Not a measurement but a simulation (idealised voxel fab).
A process module follows: voxel wiring stack.
This is section cut - it's 150 nm across, gridded in 5 nm square cells.
Cross-section, as written here: a square-cell grid given band by band from the top down, where a band holds one or more rows of cells.
Heights first: top, then bottom, in nm. Then materials, left to right, each with a width in nm. "throughout" on a single material: fills the band edge to edge. "empty": empty space.
Heights are measured from 0, the level below which the as-received wafer is all one material; the lowest band has no bottom and continues downward, written as in "top 0, no bottom".
Top row gets the first number, bottom row gets the second, and each row in between changes by the same step: that is how a band width like "30 to 40" works.
Step marked "nothing got changed"? Then no cell in the cross-section changed in it.
This entry, "Trapped void list", enumerates those empty regions of no fewer than 8 cells that possess no open connection to the top. Each region is reported in the form width x height at distance, the distance being taken from the left edge, with all three quantities expressed in nm.
Read whatever lies past the settings on a step's line as the simulator's own remark about the step.
The line of a step may include "overlay nm". On a step with a mask, this value is how far to the right of its planned place the mask lay. A negative value means the mask lay to the left.
The remainder of this document consists of a sequence of paired cross-sections. Each pair presents the cross-section prior to one process step together with the cross-section following it, the latter being rendered only as deep as the lowest band that underwent change. The intervening step, together with its settings, is stated beneath each pair. Because the pairs may originate from different runs of this module on the same starting wafer, a given pair is to be read as continuing from the preceding pair only where its entry headed "Pre-step view" so indicates.
Pre-step view:
  top 130, bottom 105: SiO2 throughout
  top 105, bottom 100: SiN throughout
  top 100, bottom 90: 35 of SiO2  5 of TiN  5 of Ru  5 of TiN  35 of SiO2  5 of TiN  5 of Ru  5 of TiN  50 of SiO2
  top 90, bottom 85: 35 of SiCN  15 of TiN  35 of SiCN  15 of TiN  50 of SiCN
  top 85, bottom 70: 45 of lowk  5 of TiN  20 of Ru  5 of TiN  20 of lowk  5 of TiN  20 of Ru  5 of TiN  25 of lowk
  top 70, bottom 65: 45 of lowk  5 of TiN  10 of Ru  15 of TiN  20 of lowk  5 of TiN  10 of Ru  15 of TiN  25 of lowk
  top 65, bottom 60: 45 of SiCN  20 of TiN  30 of SiCN  20 of TiN  35 of SiCN
  top 60, bottom 40: 35 of lowk  5 of TiN  5 of Cu  5 of TiN  100 of lowk
  top 40, bottom 35: 35 of SiCN  15 of TiN  100 of SiCN
  top 35, bottom 15: 30 of SiO2  5 of SiCN  30 of W  5 of SiCN  10 of SiO2  5 of SiCN  30 of W  5 of SiCN  30 of SiO2
  top 15, bottom 10: 35 of SiCN  30 of TiN  20 of SiCN  30 of TiN  35 of SiCN
  top 10, bottom 0: SiO2 throughout
  top 0, no bottom: Si throughout
  Trapped void list: none
Post-Step Snapshot:
  top 150, bottom 130: 35 of resist  30 of empty  20 of resist  30 of empty  35 of resist
  Everything under 130 stays put, no change at all.
  Trapped void list: none
What was done to get from the upper cross-section to the lower one? PATTERN, tone open, mask id METAL_3, material resist, width nm 30, pitch nm 50, thk nm 20, overlay nm 0
Pre-step view: it's just the after picture from the pair right above this one.
Post-Step Snapshot:
  top 150, bottom 130: 35 of resist  30 of empty  20 of resist  30 of empty  35 of resist
  top 130, bottom 105: 35 of SiO2  30 of empty  20 of SiO2  30 of empty  35 of SiO2
  Everything under 105 stays put, no change at all.
  Trapped void list: none
What was done to get from the upper cross-section to the lower one? DIRECTIONAL_ETCH, etch materials SiO2, depth nm 25
Pre-step view: it's just the after picture from the pair right above this one.
Post-Step Snapshot:
  top 150, bottom 130: 35 of resist  30 of empty  20 of resist  30 of empty  35 of resist
  top 130, bottom 105: 35 of SiO2  30 of empty  20 of SiO2  30 of empty  35 of SiO2
  top 105, bottom 100: 35 of SiN  30 of empty  20 of SiN  30 of empty  35 of SiN
  Everything under 100 stays put, no change at all.
  Trapped void list: none
What was done to get from the upper cross-section to the lower one? DIRECTIONAL_ETCH, etch materials SiN, depth nm 5
Pre-step view: it's just the after picture from the pair right above this one.
Post-Step Snapshot:
  top 130, bottom 105: 35 of SiO2  30 of empty  20 of SiO2  30 of empty  35 of SiO2
  Everything under 105 stays put, no change at all.
  Trapped void list: none
What was done to get from the upper cross-section to the lower one? STRIP, etch materials resist
Pre-step view: it's just the after picture from the pair right above this one.
Post-Step Snapshot:
  top 135, bottom 130: 40 of TiN  20 of empty  30 of TiN  20 of empty  40 of TiN
  top 130, bottom 105: 35 of SiO2  5 of TiN  20 of empty  5 of TiN  20 of SiO2  5 of TiN  20 of empty  5 of TiN  35 of SiO2
  top 105, bottom 100: 35 of SiN  30 of TiN  20 of SiN  30 of TiN  35 of SiN
  Everything under 100 stays put, no change at all.
  Trapped void list: none
What was done to get from the upper cross-section to the lower one? CONFORMAL_DEP, material TiN, thk nm 5
Pre-step view: it's just the after picture from the pair right above this one.
Post-Step Snapshot:
  top 140, bottom 135: Cu throughout
  top 135, bottom 130: 40 of TiN  20 of Cu  30 of TiN  20 of Cu  40 of TiN
  top 130, bottom 105: 35 of SiO2  5 of TiN  20 of Cu  5 of TiN  20 of SiO2  5 of TiN  20 of Cu  5 of TiN  35 of SiO2
  Everything under 105 stays put, no change at all.
  Trapped void list: none
What was done to get from the upper cross-section to the lower one? FILL_DEP, material Cu, thk nm 5
Pre-step view: it's just the after picture from the pair right above this one.
Post-Step Snapshot:
  top 130, bottom 105: 35 of SiO2  5 of TiN  20 of Cu  5 of TiN  20 of SiO2  5 of TiN  20 of Cu  5 of TiN  35 of SiO2
  Everything under 105 stays put, no change at all.
  Trapped void list: none
What was done to get from the upper cross-section to the lower one? CMP, height nm 130
Pre-step view: it's just the after picture from the pair right above this one.
Post-Step Snapshot:
  top 135, bottom 130: SiCN throughout
  Everything under 130 stays put, no change at all.
  Trapped void list: none
What was done to get from the upper cross-section to the lower one? CONFORMAL_DEP, material SiCN, thk nm 5
Pre-step view:
  top 35, bottom 15: 30 of SiO2  5 of SiCN  30 of W  5 of SiCN  10 of SiO2  5 of SiCN  30 of W  5 of SiCN  30 of SiO2
  top 15, bottom 10: 35 of SiCN  30 of TiN  20 of SiCN  30 of TiN  35 of SiCN
  top 10, bottom 0: SiO2 throughout
  top 0, no bottom: Si throughout
  Trapped void list: none
Post-Step Snapshot:
  top 40, bottom 35: SiO2 throughout
  Everything under 35 stays put, no change at all.
  Trapped void list: none
What was done to get from the upper cross-section to the lower one? CONFORMAL_DEP, material SiO2, thk nm 5
Pre-step view: it's just the after picture from the pair right above this one.
Post-Step Snapshot:
  top 60, bottom 40: lowk throughout
  Everything under 40 stays put, no change at all.
  Trapped void list: none
What was done to get from the upper cross-section to the lower one? DIRECTIONAL_DEP, material lowk, thk nm 20
Pre-step view: it's just the after picture from the pair right above this one.
Post-Step Snapshot:
  top 60, bottom 40: 35 of lowk  15 of empty  100 of lowk
  Everything under 40 stays put, no change at all.
  Trapped void list: none
What was done to get from the upper cross-section to the lower one? MASKED_ETCH, tone open, mask id PLUG_1, width nm 15, etch materials lowk, depth nm 20, overlay nm 0
Pre-step view: it's just the after picture from the pair right above this one.
Post-Step Snapshot:
  top 65, bottom 60: 40 of TiN  5 of empty  105 of TiN
  top 60, bottom 45: 35 of lowk  5 of TiN  5 of empty  5 of TiN  100 of lowk
  top 45, bottom 40: 35 of lowk  15 of TiN  100 of lowk
  Everything under 40 stays put, no change at all.
  Trapped void list: none
What was done to get from the upper cross-section to the lower one? CONFORMAL_DEP, material TiN, thk nm 5
Pre-step view: it's just the after picture from the pair right above this one.
Post-Step Snapshot:
  top 70, bottom 65: Cu throughout
  top 65, bottom 60: 40 of TiN  5 of Cu  105 of TiN
  top 60, bottom 45: 35 of lowk  5 of TiN  5 of Cu  5 of TiN  100 of lowk
  Everything under 45 stays put, no change at all.
  Trapped void list: none
What was done to get from the upper cross-section to the lower one? FILL_DEP, material Cu, thk nm 5
Pre-step view: it's just the after picture from the pair right above this one.
Post-Step Snapshot:
  top 60, bottom 45: 35 of lowk  5 of TiN  5 of Cu  5 of TiN  100 of lowk
  Everything under 45 stays put, no change at all.
  Trapped void list: none
What was done to get from the upper cross-section to the lower one? CMP, height nm 60
Pre-step view: it's just the after picture from the pair right above this one.
Post-Step Snapshot:
  top 65, bottom 60: SiCN throughout
  Everything under 60 stays put, no change at all.
  Trapped void list: none
What was done to get from the upper cross-section to the lower one? CONFORMAL_DEP, material SiCN, thk nm 5
Pre-step view: it's just the after picture from the pair right above this one.
Post-Step Snapshot:
  top 85, bottom 65: lowk throughout
  Everything under 65 stays put, no change at all.
  Trapped void list: none
What was done to get from the upper cross-section to the lower one? DIRECTIONAL_DEP, material lowk, thk nm 20
Pre-step view: it's just the after picture from the pair right above this one.
Post-Step Snapshot:
  top 85, bottom 65: 35 of lowk  30 of empty  20 of lowk  30 of empty  35 of lowk
  Everything under 65 stays put, no change at all.
  Trapped void list: none
What was done to get from the upper cross-section to the lower one? MASKED_ETCH, tone open, mask id METAL_2, width nm 30, pitch nm 50, etch materials lowk, depth nm 20, overlay nm 0
Pre-step view: it's just the after picture from the pair right above this one.
Post-Step Snapshot:
  top 85, bottom 65: 35 of lowk  30 of empty  20 of lowk  30 of empty  35 of lowk
  top 65, bottom 60: 35 of SiCN  30 of empty  20 of SiCN  30 of empty  35 of SiCN
  Everything under 60 stays put, no change at all.
  Trapped void list: none
What was done to get from the upper cross-section to the lower one? MASKED_ETCH, tone open, mask id METAL_2, width nm 30, pitch nm 50, etch materials SiCN, depth nm 5, overlay nm 0
Pre-step view: it's just the after picture from the pair right above this one.
Post-Step Snapshot:
  top 90, bottom 85: 40 of TiN  20 of empty  30 of TiN  20 of empty  40 of TiN
  top 85, bottom 65: 35 of lowk  5 of TiN  20 of empty  5 of TiN  20 of lowk  5 of TiN  20 of empty  5 of TiN  35 of lowk
  top 65, bottom 60: 35 of SiCN  30 of TiN  20 of SiCN  30 of TiN  35 of SiCN
  Everything under 60 stays put, no change at all.
  Trapped void list: none
What was done to get from the upper cross-section to the lower one? CONFORMAL_DEP, material TiN, thk nm 5
Pre-step view: it's just the after picture from the pair right above this one.
Post-Step Snapshot:
  top 95, bottom 90: Ru throughout
  top 90, bottom 85: 40 of TiN  20 of Ru  30 of TiN  20 of Ru  40 of TiN
  top 85, bottom 65: 35 of lowk  5 of TiN  20 of Ru  5 of TiN  20 of lowk  5 of TiN  20 of Ru  5 of TiN  35 of lowk
  Everything under 65 stays put, no change at all.
  Trapped void list: none
What was done to get from the upper cross-section to the lower one? FILL_DEP, material Ru, thk nm 5
Pre-step view: it's just the after picture from the pair right above this one.
Post-Step Snapshot:
  top 85, bottom 65: 35 of lowk  5 of TiN  20 of Ru  5 of TiN  20 of lowk  5 of TiN  20 of Ru  5 of TiN  35 of lowk
  Everything under 65 stays put, no change at all.
  Trapped void list: none
What was done to get from the upper cross-section to the lower one? CMP, height nm 85
Pre-step view: it's just the after picture from the pair right above this one.
Post-Step Snapshot:
  top 90, bottom 85: SiCN throughout
  Everything under 85 stays put, no change at all.
  Trapped void list: none
What was done to get from the upper cross-section to the lower one? CONFORMAL_DEP, material SiCN, thk nm 5
Pre-step view: it's just the after picture from the pair right above this one.
Post-Step Snapshot:
  top 100, bottom 90: SiO2 throughout
  Everything under 90 stays put, no change at all.
  Trapped void list: none
What was done to get from the upper cross-section to the lower one? DIRECTIONAL_DEP, material SiO2, thk nm 10
Pre-step view: it's just the after picture from the pair right above this one.
Post-Step Snapshot:
  top 120, bottom 100: 35 of resist  15 of empty  35 of resist  15 of empty  50 of resist
  Everything under 100 stays put, no change at all.
  Trapped void list: none
What was done to get from the upper cross-section to the lower one? PATTERN, tone open, mask id PLUG_2, material resist, width nm 15, pitch nm 50, thk nm 20, overlay nm 0
Pre-step view: it's just the after picture from the pair right above this one.
Post-Step Snapshot:
  top 120, bottom 100: 35 of resist  15 of empty  35 of resist  15 of empty  50 of resist
  top 100, bottom 90: 35 of SiO2  15 of empty  35 of SiO2  15 of empty  50 of SiO2
  Everything under 90 stays put, no change at all.
  Trapped void list: none
What was done to get from the upper cross-section to the lower one? DIRECTIONAL_ETCH, etch materials SiO2, depth nm 10
Pre-step view: it's just the after picture from the pair right above this one.
Post-Step Snapshot:
  top 120, bottom 100: 35 of resist  15 of empty  35 of resist  15 of empty  50 of resist
  top 100, bottom 90: 35 of SiO2  15 of empty  35 of SiO2  15 of empty  50 of SiO2
  top 90, bottom 85: 35 of SiCN  15 of empty  35 of SiCN  15 of empty  50 of SiCN
  Everything under 85 stays put, no change at all.
  Trapped void list: none
What was done to get from the upper cross-section to the lower one? DIRECTIONAL_ETCH, etch materials SiCN, depth nm 5
Pre-step view: it's just the after picture from the pair right above this one.
Post-Step Snapshot:
  top 100, bottom 90: 35 of SiO2  15 of empty  35 of SiO2  15 of empty  50 of SiO2
  Everything under 90 stays put, no change at all.
  Trapped void list: none
What was done to get from the upper cross-section to the lower one? STRIP, etch materials resist
Pre-step view: it's just the after picture from the pair right above this one.
Post-Step Snapshot:
  top 105, bottom 100: 40 of TiN  5 of empty  45 of TiN  5 of empty  55 of TiN
  top 100, bottom 90: 35 of SiO2  5 of TiN  5 of empty  5 of TiN  35 of SiO2  5 of TiN  5 of empty  5 of TiN  50 of SiO2
  top 90, bottom 85: 35 of SiCN  15 of TiN  35 of SiCN  15 of TiN  50 of SiCN
  Everything under 85 stays put, no change at all.
  Trapped void list: none
What was done to get from the upper cross-section to the lower one? CONFORMAL_DEP, material TiN, thk nm 5
Pre-step view: it's just the after picture from the pair right above this one.
Post-Step Snapshot:
  top 115, bottom 105: Ru throughout
  top 105, bottom 100: 40 of TiN  5 of Ru  45 of TiN  5 of Ru  55 of TiN
  top 100, bottom 90: 35 of SiO2  5 of TiN  5 of Ru  5 of TiN  35 of SiO2  5 of TiN  5 of Ru  5 of TiN  50 of SiO2
  Everything under 90 stays put, no change at all.
  Trapped void list: none
What was done to get from the upper cross-section to the lower one? FILL_DEP, material Ru, thk nm 10
Pre-step view: it's just the after picture from the pair right above this one.
Post-Step Snapshot:
  top 100, bottom 90: 35 of SiO2  5 of TiN  5 of Ru  5 of TiN  35 of SiO2  5 of TiN  5 of Ru  5 of TiN  50 of SiO2
  Everything under 90 stays put, no change at all.
  Trapped void list: none
What was done to get from the upper cross-section to the lower one? CMP, height nm 100
Pre-step view: it's just the after picture from the pair right above this one.
Post-Step Snapshot:
  top 105, bottom 100: SiN throughout
  Everything under 100 stays put, no change at all.
  Trapped void list: none
What was done to get from the upper cross-section to the lower one? CONFORMAL_DEP, material SiN, thk nm 5
Pre-step view: it's just the after picture from the pair right above this one.
Post-Step Snapshot:
  top 130, bottom 105: SiO2 throughout
  Everything under 105 stays put, no change at all.
  Trapped void list: none
What was done to get from the upper cross-section to the lower one? DIRECTIONAL_DEP, material SiO2, thk nm 25
Pre-step view: it's just the after picture from the pair right above this one.
Post-Step Snapshot:
  top 150, bottom 130: 35 of resist  30 of empty  20 of resist  30 of empty  35 of resist
  Everything under 130 stays put, no change at all.
  Trapped void list: none
What was done to get from the upper cross-section to the lower one? PATTERN, tone open, mask id METAL_3, material resist, width nm 30, pitch nm 50, thk nm 20, overlay nm 0
Pre-step view: it's just the after picture from the pair right above this one.
Post-Step Snapshot:
  top 150, bottom 130: 35 of resist  30 of empty  20 of resist  30 of empty  35 of resist
  top 130, bottom 105: 35 of SiO2  30 of empty  20 of SiO2  30 of empty  35 of SiO2
  Everything under 105 stays put, no change at all.
  Trapped void list: none
What was done to get from the upper cross-section to the lower one? DIRECTIONAL_ETCH, etch materials SiO2, depth nm 25
Pre-step view: it's just the after picture from the pair right above this one.
Post-Step Snapshot:
  top 150, bottom 130: 35 of resist  30 of empty  20 of resist  30 of empty  35 of resist
  top 130, bottom 105: 35 of SiO2  30 of empty  20 of SiO2  30 of empty  35 of SiO2
  top 105, bottom 100: 35 of SiN  30 of empty  20 of SiN  30 of empty  35 of SiN
  Everything under 100 stays put, no change at all.
  Trapped void list: none
What was done to get from the upper cross-section to the lower one? DIRECTIONAL_ETCH, etch materials SiN, depth nm 5
Pre-step view: it's just the after picture from the pair right above this one.
Post-Step Snapshot:
  top 130, bottom 105: 35 of SiO2  30 of empty  20 of SiO2  30 of empty  35 of SiO2
  Everything under 105 stays put, no change at all.
  Trapped void list: none
What was done to get from the upper cross-section to the lower one? STRIP, etch materials resist
Pre-step view: it's just the after picture from the pair right above this one.
Post-Step Snapshot:
  top 135, bottom 130: 40 of TiN  20 of empty  30 of TiN  20 of empty  40 of TiN
  top 130, bottom 105: 35 of SiO2  5 of TiN  20 of empty  5 of TiN  20 of SiO2  5 of TiN  20 of empty  5 of TiN  35 of SiO2
  top 105, bottom 100: 35 of SiN  30 of TiN  20 of SiN  30 of TiN  35 of SiN
  Everything under 100 stays put, no change at all.
  Trapped void list: none
What was done to get from the upper cross-section to the lower one? CONFORMAL_DEP, material TiN, thk nm 5
Pre-step view: it's just the after picture from the pair right above this one.
Post-Step Snapshot:
  top 140, bottom 135: Cu throughout
  top 135, bottom 130: 40 of TiN  20 of Cu  30 of TiN  20 of Cu  40 of TiN
  top 130, bottom 105: 35 of SiO2  5 of TiN  20 of Cu  5 of TiN  20 of SiO2  5 of TiN  20 of Cu  5 of TiN  35 of SiO2
  Everything under 105 stays put, no change at all.
  Trapped void list: none
What was done to get from the upper cross-section to the lower one? FILL_DEP, material Cu, thk nm 5
Pre-step view: it's just the after picture from the pair right above this one.
Post-Step Snapshot:
  top 130, bottom 105: 35 of SiO2  5 of TiN  20 of Cu  5 of TiN  20 of SiO2  5 of TiN  20 of Cu  5 of TiN  35 of SiO2
  Everything under 105 stays put, no change at all.
  Trapped void list: none
What was done to get from the upper cross-section to the lower one? CMP, height nm 130
Pre-step view: it's just the after picture from the pair right above this one.
Post-Step Snapshot:
  top 135, bottom 130: SiCN throughout
  Everything under 130 stays put, no change at all.
  Trapped void list: none
What was done to get from the upper cross-section to the lower one? CONFORMAL_DEP, material SiCN, thk nm 5
Pre-step view:
  top 100, bottom 90: SiO2 throughout
  top 90, bottom 85: SiCN throughout
  top 85, bottom 65: 35 of lowk  5 of TiN  20 of Ru  5 of TiN  20 of lowk  5 of TiN  20 of Ru  5 of TiN  35 of lowk
  top 65, bottom 60: 35 of SiCN  30 of TiN  20 of SiCN  30 of TiN  35 of SiCN
  top 60, bottom 40: 35 of lowk  5 of TiN  5 of Cu  5 of TiN  100 of lowk
  top 40, bottom 35: 35 of SiCN  15 of TiN  100 of SiCN
  top 35, bottom 15: 30 of SiO2  5 of SiCN  30 of W  5 of SiCN  10 of SiO2  5 of SiCN  30 of W  5 of SiCN  30 of SiO2
  top 15, bottom 10: 35 of SiCN  30 of TiN  20 of SiCN  30 of TiN  35 of SiCN
  top 10, bottom 0: SiO2 throughout
  top 0, no bottom: Si throughout
  Trapped void list: none
Post-Step Snapshot:
  top 120, bottom 100: 35 of empty  15 of resist  35 of empty  15 of resist  50 of empty
  Everything under 100 stays put, no change at all.
  Trapped void list: none
What was done to get from the upper cross-section to the lower one? PATTERN, tone cover, mask id PLUG_2, material resist, width nm 15, pitch nm 50, thk nm 20, overlay nm 0
Pre-step view: it's just the after picture from the pair right above this one.
Post-Step Snapshot:
  top 120, bottom 100: 35 of empty  15 of resist  35 of empty  15 of resist  50 of empty
  top 100, bottom 90: 35 of empty  15 of SiO2  35 of empty  15 of SiO2  50 of empty
  Everything under 90 stays put, no change at all.
  Trapped void list: none
What was done to get from the upper cross-section to the lower one? DIRECTIONAL_ETCH, etch materials SiO2, depth nm 10
Pre-step view: it's just the after picture from the pair right above this one.
Post-Step Snapshot:
  top 120, bottom 100: 35 of empty  15 of resist  35 of empty  15 of resist  50 of empty
  top 100, bottom 90: 35 of empty  15 of SiO2  35 of empty  15 of SiO2  50 of empty
  top 90, bottom 85: 35 of empty  15 of SiCN  35 of empty  15 of SiCN  50 of empty
  Everything under 85 stays put, no change at all.
  Trapped void list: none
What was done to get from the upper cross-section to the lower one? DIRECTIONAL_ETCH, etch materials SiCN, depth nm 5
Pre-step view: it's just the after picture from the pair right above this one.
Post-Step Snapshot:
  top 100, bottom 90: 35 of empty  15 of SiO2  35 of empty  15 of SiO2  50 of empty
  Everything under 90 stays put, no change at all.
  Trapped void list: none
What was done to get from the upper cross-section to the lower one? STRIP, etch materials resist
Pre-step view: it's just the after picture from the pair right above this one.
Post-Step Snapshot:
  top 105, bottom 100: 30 of empty  25 of TiN  25 of empty  25 of TiN  45 of empty
  top 100, bottom 90: 30 of empty  5 of TiN  15 of SiO2  5 of TiN  25 of empty  5 of TiN  15 of SiO2  5 of TiN  45 of empty
  top 90, bottom 85: 35 of TiN  15 of SiCN  35 of TiN  15 of SiCN  50 of TiN
  Everything under 85 stays put, no change at all.
  Trapped void list: none
What was done to get from the upper cross-section to the lower one? CONFORMAL_DEP, material TiN, thk nm 5
Pre-step view: it's just the after picture from the pair right above this one.
Post-Step Snapshot:
  top 115, bottom 105: Ru throughout
  top 105, bottom 100: 30 of Ru  25 of TiN  25 of Ru  25 of TiN  45 of Ru
  top 100, bottom 90: 30 of Ru  5 of TiN  15 of SiO2  5 of TiN  25 of Ru  5 of TiN  15 of SiO2  5 of TiN  45 of Ru
  Everything under 90 stays put, no change at all.
  Trapped void list: none
What was done to get from the upper cross-section to the lower one? FILL_DEP, material Ru, thk nm 10
Pre-step view: it's just the after picture from the pair right above this one.
Post-Step Snapshot:
  top 100, bottom 90: 30 of Ru  5 of TiN  15 of SiO2  5 of TiN  25 of Ru  5 of TiN  15 of SiO2  5 of TiN  45 of Ru
  Everything under 90 stays put, no change at all.
  Trapped void list: none
What was done to get from the upper cross-section to the lower one? CMP, height nm 100
Pre-step view: it's just the after picture from the pair right above this one.
Post-Step Snapshot:
  top 105, bottom 100: SiN throughout
  Everything under 100 stays put, no change at all.
  Trapped void list: none
What was done to get from the upper cross-section to the lower one? CONFORMAL_DEP, material SiN, thk nm 5
Pre-step view: it's just the after picture from the pair right above this one.
Post-Step Snapshot:
  top 130, bottom 105: SiO2 throughout
  Everything under 105 stays put, no change at all.
  Trapped void list: none
What was done to get from the upper cross-section to the lower one? DIRECTIONAL_DEP, material SiO2, thk nm 25
Pre-step view: it's just the after picture from the pair right above this one.
Post-Step Snapshot:
  top 150, bottom 130: 35 of resist  30 of empty  20 of resist  30 of empty  35 of resist
  Everything under 130 stays put, no change at all.
  Trapped void list: none
What was done to get from the upper cross-section to the lower one? PATTERN, tone open, mask id METAL_3, material resist, width nm 30, pitch nm 50, thk nm 20, overlay nm 0
Pre-step view: it's just the after picture from the pair right above this one.
Post-Step Snapshot:
  top 150, bottom 130: 35 of resist  30 of empty  20 of resist  30 of empty  35 of resist
  top 130, bottom 105: 35 of SiO2  30 of empty  20 of SiO2  30 of empty  35 of SiO2
  Everything under 105 stays put, no change at all.
  Trapped void list: none
What was done to get from the upper cross-section to the lower one? DIRECTIONAL_ETCH, etch materials SiO2, depth nm 25
Pre-step view: it's just the after picture from the pair right above this one.
Post-Step Snapshot:
  top 150, bottom 130: 35 of resist  30 of empty  20 of resist  30 of empty  35 of resist
  top 130, bottom 105: 35 of SiO2  30 of empty  20 of SiO2  30 of empty  35 of SiO2
  top 105, bottom 100: 35 of SiN  30 of empty  20 of SiN  30 of empty  35 of SiN
  Everything under 100 stays put, no change at all.
  Trapped void list: none
What was done to get from the upper cross-section to the lower one? DIRECTIONAL_ETCH, etch materials SiN, depth nm 5
Pre-step view: it's just the after picture from the pair right above this one.
Post-Step Snapshot:
  top 130, bottom 105: 35 of SiO2  30 of empty  20 of SiO2  30 of empty  35 of SiO2
  Everything under 105 stays put, no change at all.
  Trapped void list: none
What was done to get from the upper cross-section to the lower one? STRIP, etch materials resist
Pre-step view: it's just the after picture from the pair right above this one.
Post-Step Snapshot:
  top 135, bottom 130: 40 of TiN  20 of empty  30 of TiN  20 of empty  40 of TiN
  top 130, bottom 105: 35 of SiO2  5 of TiN  20 of empty  5 of TiN  20 of SiO2  5 of TiN  20 of empty  5 of TiN  35 of SiO2
  top 105, bottom 100: 35 of SiN  30 of TiN  20 of SiN  30 of TiN  35 of SiN
  Everything under 100 stays put, no change at all.
  Trapped void list: none
What was done to get from the upper cross-section to the lower one? CONFORMAL_DEP, material TiN, thk nm 5
Pre-step view: it's just the after picture from the pair right above this one.
Post-Step Snapshot:
  top 140, bottom 135: Cu throughout
  top 135, bottom 130: 40 of TiN  20 of Cu  30 of TiN  20 of Cu  40 of TiN
  top 130, bottom 105: 35 of SiO2  5 of TiN  20 of Cu  5 of TiN  20 of SiO2  5 of TiN  20 of Cu  5 of TiN  35 of SiO2
  Everything under 105 stays put, no change at all.
  Trapped void list: none
What was done to get from the upper cross-section to the lower one? FILL_DEP, material Cu, thk nm 5
Pre-step view: it's just the after picture from the pair right above this one.
Post-Step Snapshot:
  top 130, bottom 105: 35 of SiO2  5 of TiN  20 of Cu  5 of TiN  20 of SiO2  5 of TiN  20 of Cu  5 of TiN  35 of SiO2
  Everything under 105 stays put, no change at all.
  Trapped void list: none
What was done to get from the upper cross-section to the lower one? CMP, height nm 130
Pre-step view: it's just the after picture from the pair right above this one.
Post-Step Snapshot:
  top 135, bottom 130: SiCN throughout
  Everything under 130 stays put, no change at all.
  Trapped void list: none
What was done to get from the upper cross-section to the lower one? CONFORMAL_DEP, material SiCN, thk nm 5
